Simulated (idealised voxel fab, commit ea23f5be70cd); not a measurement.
A process module follows: voxel self aligned vias.
Pictured: cross-section cut, 220 nm wide, on a grid of 5 nm square cells.
For the purposes of this document, a cross-section shall be understood as a grid of square cells, specified as bands listed in top-to-bottom order, each band consisting of one or more rows of cells. First you get the band's top height and its bottom height, in nm, and then the materials it's made of, left to right, with each width in nm. If you see a single material with "all across", that one covers the band edge to edge. "air" is empty space. Counting heights begins at 0, where everything beneath is, in the wafer as received, one material. The lowest band has no bottom; it goes on downwards, as "z 0 and below" shows. Think of "30->40" as a width that walks from the first number to the second as you go down the band, top row to bottom row, taking equal-sized steps from row to row. "nothing got changed" after a step means that no cell of the cross-section changed. Heads up: "Closed internal cavities" only lists the empty pockets with no open path to the top that are 8 cells or more, and it writes them as width x height at distance, distance from the left edge, in nm. Heads up: the bit after the settings on a step's line is the simulator's remark on that step. If you see "overlay nm" on a step's line and that step has a mask, it's telling you how far right of where it was planned the mask ended up; a negative number means it went left instead.
### Steps in the process plan
1 RECEIVE | material Si
2 CONFORMAL_DEP | material SiO2 | thk nm 10
3 CONFORMAL_DEP | material SiCN | thk nm 5
4 DIRECTIONAL_DEP | material lowk | thk nm 25
5 PATTERN | tone open | mask id LINES | material resist | width nm 20 | pitch nm 55 | thk nm 15 | overlay nm 0
6 DIRECTIONAL_ETCH | etch materials lowk | depth nm 25
7 STRIP | etch materials resist
8 CONFORMAL_DEP | material TiN | thk nm 5
9 FILL_DEP | material Ru | thk nm 5
10 CMP | height nm 40
11 SELECTIVE_ETCH | etch materials W Ru TiN | depth nm 10
12 FILL_DEP | material SiN | thk nm 10
13 CMP | height nm 40
14 DIRECTIONAL_DEP | material lowk | thk nm 20
15 MASKED_ETCH | tone open | mask id VIAS | width nm 40 | etch materials lowk | depth nm 20 | overlay nm 0
16 MASKED_ETCH | tone open | mask id VIAS | width nm 40 | etch materials SiN | depth nm 10 | overlay nm 0
17 CONFORMAL_DEP | material TiN | thk nm 5
18 FILL_DEP | material W | thk nm 10
19 CMP | height nm 60
20 CONFORMAL_DEP | material SiCN | thk nm 5
### What follows covers the first of two wafers; it ran as planned
### The cross-section here shows the wafer as received, i.e. in its state after step 1
- z 0 and below  Si all across
- Closed internal cavities: none
### The following cross-section depicts the wafer upon completion of step 2
- z 10 to 0  SiO2 all across
- Everything under 0 stays put, no change at all.
### The following cross-section depicts the wafer upon completion of step 3
- z 15 to 10  SiCN all across
- Everything under 10 stays put, no change at all.
### The following cross-section depicts the wafer upon completion of step 4
- z 40 to 15  lowk all across
- Everything under 15 stays put, no change at all.
### The following cross-section depicts the wafer upon completion of step 5
- z 55 to 40  resist=70, air=20, resist=35, air=20, resist=75
- Everything under 40 stays put, no change at all.
### The following cross-section depicts the wafer upon completion of step 6
- z 55 to 40  resist=70, air=20, resist=35, air=20, resist=75
- z 40 to 15  lowk=70, air=20, lowk=35, air=20, lowk=75
- Everything under 15 stays put, no change at all.
### The following cross-section depicts the wafer upon completion of step 7
- z 40 to 15  lowk=70, air=20, lowk=35, air=20, lowk=75
- Everything under 15 stays put, no change at all.
### The following cross-section depicts the wafer upon completion of step 8
- z 45 to 40  TiN=75, air=10, TiN=45, air=10, TiN=80
- z 40 to 20  lowk=70, TiN=5, air=10, TiN=5, lowk=35, TiN=5, air=10, TiN=5, lowk=75
- z 20 to 15  lowk=70, TiN=20, lowk=35, TiN=20, lowk=75
- Everything under 15 stays put, no change at all.
### The following cross-section depicts the wafer upon completion of step 9
- z 50 to 45  Ru all across
- z 45 to 40  TiN=75, Ru=10, TiN=45, Ru=10, TiN=80
- z 40 to 20  lowk=70, TiN=5, Ru=10, TiN=5, lowk=35, TiN=5, Ru=10, TiN=5, lowk=75
- Everything under 20 stays put, no change at all.
### The following cross-section depicts the wafer upon completion of step 10
- z 40 to 20  lowk=70, TiN=5, Ru=10, TiN=5, lowk=35, TiN=5, Ru=10, TiN=5, lowk=75
- Everything under 20 stays put, no change at all.
### The following cross-section depicts the wafer upon completion of step 11
- z 40 to 30  lowk=70, air=20, lowk=35, air=20, lowk=75
- Everything under 30 stays put, no change at all.
### The following cross-section depicts the wafer upon completion of step 12
- z 50 to 40  SiN all across
- z 40 to 30  lowk=70, SiN=20, lowk=35, SiN=20, lowk=75
- Everything under 30 stays put, no change at all.
### The following cross-section depicts the wafer upon completion of step 13
- z 40 to 30  lowk=70, SiN=20, lowk=35, SiN=20, lowk=75
- Everything under 30 stays put, no change at all.
### The following cross-section depicts the wafer upon completion of step 14
- z 60 to 40  lowk all across
- Everything under 40 stays put, no change at all.
### The following cross-section depicts the wafer upon completion of step 15
- z 60 to 40  lowk=60, air=40, lowk=120
- Everything under 40 stays put, no change at all.
### The following cross-section depicts the wafer upon completion of step 16
- z 60 to 40  lowk=60, air=40, lowk=120
- z 40 to 30  lowk=70, air=20, lowk=35, SiN=20, lowk=75
- Everything under 30 stays put, no change at all.
### The following cross-section depicts the wafer upon completion of step 17
- z 65 to 60  TiN=65, air=30, TiN=125
- z 60 to 45  lowk=60, TiN=5, air=30, TiN=5, lowk=120
- z 45 to 40  lowk=60, TiN=15, air=10, TiN=15, lowk=120
- z 40 to 35  lowk=70, TiN=5, air=10, TiN=5, lowk=35, SiN=20, lowk=75
- z 35 to 30  lowk=70, TiN=20, lowk=35, SiN=20, lowk=75
- Everything under 30 stays put, no change at all.
### The following cross-section depicts the wafer upon completion of step 18
- z 75 to 65  W all across
- z 65 to 60  TiN=65, W=30, TiN=125
- z 60 to 45  lowk=60, TiN=5, W=30, TiN=5, lowk=120
- z 45 to 40  lowk=60, TiN=15, W=10, TiN=15, lowk=120
- z 40 to 35  lowk=70, TiN=5, W=10, TiN=5, lowk=35, SiN=20, lowk=75
- Everything under 35 stays put, no change at all.
### The following cross-section depicts the wafer upon completion of step 19
- z 60 to 45  lowk=60, TiN=5, W=30, TiN=5, lowk=120
- Everything under 45 stays put, no change at all.
### The following cross-section depicts the wafer upon completion of step 20
- z 65 to 60  SiCN all across
- Everything under 60 stays put, no change at all.
### Second of two: same start, same plan, one run error; steps up to and including 18 match the first
### Second wafer, section view, time point: scheduled end of step 19
- z 55 to 45  lowk=60, TiN=5, W=30, TiN=5, lowk=120
- Everything under 45 stays put, no change at all.
### Second wafer, section view, time point: scheduled end of step 20
- z 60 to 55  SiCN all across
- Everything under 55 stays put, no change at all.
Short version of what went wrong: the process deviated at step 19: the operation and settings actually run there were CMP | height nm 55
FYI, end of process, the second wafer has more or fewer cells of some materials than the first: TiN: 2 fewer, W: 6 fewer, lowk: 36 fewer
